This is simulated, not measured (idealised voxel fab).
process module | voxel spacer lines
cross-section cut | 200 nm wide | cells 5 nm
A cross-section is a grid of square cells, given in bands from the top down. A band is one or more rows of cells.
Each band's line starts with the height of the band's top and of its bottom, in nm. Then come its materials from left to right, each with its width in nm. One material with "throughout" fills the band from edge to edge. "air" is empty space.
Height 0 is the level under which the wafer as received is all one material. The lowest band goes on downwards, as in "0 down".
A width such as "30 to 40" changes by the same amount from each row of cells to the next, from the band's top row to its bottom row.
"no change" after a step means that no cell of the cross-section changed.
closed voids: empty space of 8 cells or more with no open way to the top, each as width x height at its distance from the left edge, in nm
after a step's settings: what the simulator itself notes on the step
overlay nm, on a step with a mask: how far to the right of its planned place the mask lay; to the left if negative
plan
1 op RECEIVE | material Si
2 op CONFORMAL_DEP | material Al2O3 | thk nm 5
3 op DIRECTIONAL_DEP | material SiN | thk nm 15
4 op DIRECTIONAL_DEP | material polySi | thk nm 30
5 op PATTERN | tone cover | mask id MANDREL | material resist | width nm 25 | pitch nm 70 | thk nm 40 | overlay nm 0
6 op DIRECTIONAL_ETCH | etch materials polySi | depth nm 30
7 op STRIP | etch materials resist
8 op CONFORMAL_DEP | material SiO2 | thk nm 10
9 op DIRECTIONAL_ETCH | etch materials SiO2 | depth nm 10
10 op STRIP | etch materials polySi
11 op DIRECTIONAL_ETCH | etch materials SiN | depth nm 15
12 op STRIP | etch materials SiO2
first wafer, as planned
as received, after step 1
  0 down: Si throughout
  closed voids: none
after step 2
  5 to 0: Al2O3 throughout
  below 0: unchanged
after step 3
  20 to 5: SiN throughout
  below 5: unchanged
after step 4
  50 to 20: polySi throughout
  below 20: unchanged
after step 5
  90 to 50: air 15 | resist 25 | air 45 | resist 25 | air 45 | resist 25 | air 20
  below 50: unchanged
after step 6
  90 to 50: air 15 | resist 25 | air 45 | resist 25 | air 45 | resist 25 | air 20
  50 to 20: air 15 | polySi 25 | air 45 | polySi 25 | air 45 | polySi 25 | air 20
  below 20: unchanged
after step 7
  50 to 20: air 15 | polySi 25 | air 45 | polySi 25 | air 45 | polySi 25 | air 20
  below 20: unchanged
after step 8
  60 to 50: air 5 | SiO2 45 | air 25 | SiO2 45 | air 25 | SiO2 45 | air 10
  50 to 30: air 5 | SiO2 10 | polySi 25 | SiO2 10 | air 25 | SiO2 10 | polySi 25 | SiO2 10 | air 25 | SiO2 10 | polySi 25 | SiO2 10 | air 10
  30 to 20: SiO2 15 | polySi 25 | SiO2 45 | polySi 25 | SiO2 45 | polySi 25 | SiO2 20
  below 20: unchanged
after step 9
  50 to 20: air 5 | SiO2 10 | polySi 25 | SiO2 10 | air 25 | SiO2 10 | polySi 25 | SiO2 10 | air 25 | SiO2 10 | polySi 25 | SiO2 10 | air 10
  below 20: unchanged
after step 10
  50 to 20: air 5 | SiO2 10 | air 25 | SiO2 10 | air 25 | SiO2 10 | air 25 | SiO2 10 | air 25 | SiO2 10 | air 25 | SiO2 10 | air 10
  below 20: unchanged
after step 11
  50 to 20: air 5 | SiO2 10 | air 25 | SiO2 10 | air 25 | SiO2 10 | air 25 | SiO2 10 | air 25 | SiO2 10 | air 25 | SiO2 10 | air 10
  20 to 5: air 5 | SiN 10 | air 25 | SiN 10 | air 25 | SiN 10 | air 25 | SiN 10 | air 25 | SiN 10 | air 25 | SiN 10 | air 10
  below 5: unchanged
after step 12
  20 to 5: air 5 | SiN 10 | air 25 | SiN 10 | air 25 | SiN 10 | air 25 | SiN 10 | air 25 | SiN 10 | air 25 | SiN 10 | air 10
  below 5: unchanged
second wafer: like start, like plan, one mistake. Through step 4 it matches the first wafer
when step 5 should have ended
  90 to 50: resist 15 | air 25 | resist 45 | air 25 | resist 45 | air 25 | resist 20
  below 50: unchanged
when step 6 should have ended
  90 to 50: resist 15 | air 25 | resist 45 | air 25 | resist 45 | air 25 | resist 20
  50 to 20: polySi 15 | air 25 | polySi 45 | air 25 | polySi 45 | air 25 | polySi 20
  below 20: unchanged
when step 7 should have ended
  50 to 20: polySi 15 | air 25 | polySi 45 | air 25 | polySi 45 | air 25 | polySi 20
  below 20: unchanged
when step 8 should have ended
  60 to 50: SiO2 25 | air 5 | SiO2 65 | air 5 | SiO2 65 | air 5 | SiO2 30
  50 to 30: polySi 15 | SiO2 10 | air 5 | SiO2 10 | polySi 45 | SiO2 10 | air 5 | SiO2 10 | polySi 45 | SiO2 10 | air 5 | SiO2 10 | polySi 20
  30 to 20: polySi 15 | SiO2 25 | polySi 45 | SiO2 25 | polySi 45 | SiO2 25 | polySi 20
  below 20: unchanged
when step 9 should have ended
  50 to 20: polySi 15 | SiO2 10 | air 5 | SiO2 10 | polySi 45 | SiO2 10 | air 5 | SiO2 10 | polySi 45 | SiO2 10 | air 5 | SiO2 10 | polySi 20
  below 20: unchanged
when step 10 should have ended
  50 to 20: air 15 | SiO2 10 | air 5 | SiO2 10 | air 45 | SiO2 10 | air 5 | SiO2 10 | air 45 | SiO2 10 | air 5 | SiO2 10 | air 20
  below 20: unchanged
when step 11 should have ended
  50 to 20: air 15 | SiO2 10 | air 5 | SiO2 10 | air 45 | SiO2 10 | air 5 | SiO2 10 | air 45 | SiO2 10 | air 5 | SiO2 10 | air 20
  20 to 5: air 15 | SiN 10 | air 5 | SiN 10 | air 45 | SiN 10 | air 5 | SiN 10 | air 45 | SiN 10 | air 5 | SiN 10 | air 20
  below 5: unchanged
when step 12 should have ended
  20 to 5: air 15 | SiN 10 | air 5 | SiN 10 | air 45 | SiN 10 | air 5 | SiN 10 | air 45 | SiN 10 | air 5 | SiN 10 | air 20
  below 5: unchanged
what went wrong: step 5 ran as: op PATTERN | tone open | mask id MANDREL | material resist | width nm 25 | pitch nm 70 | thk nm 40 | overlay nm 0
at the end the second wafer has, in cells: as many of each material as the first, in other places
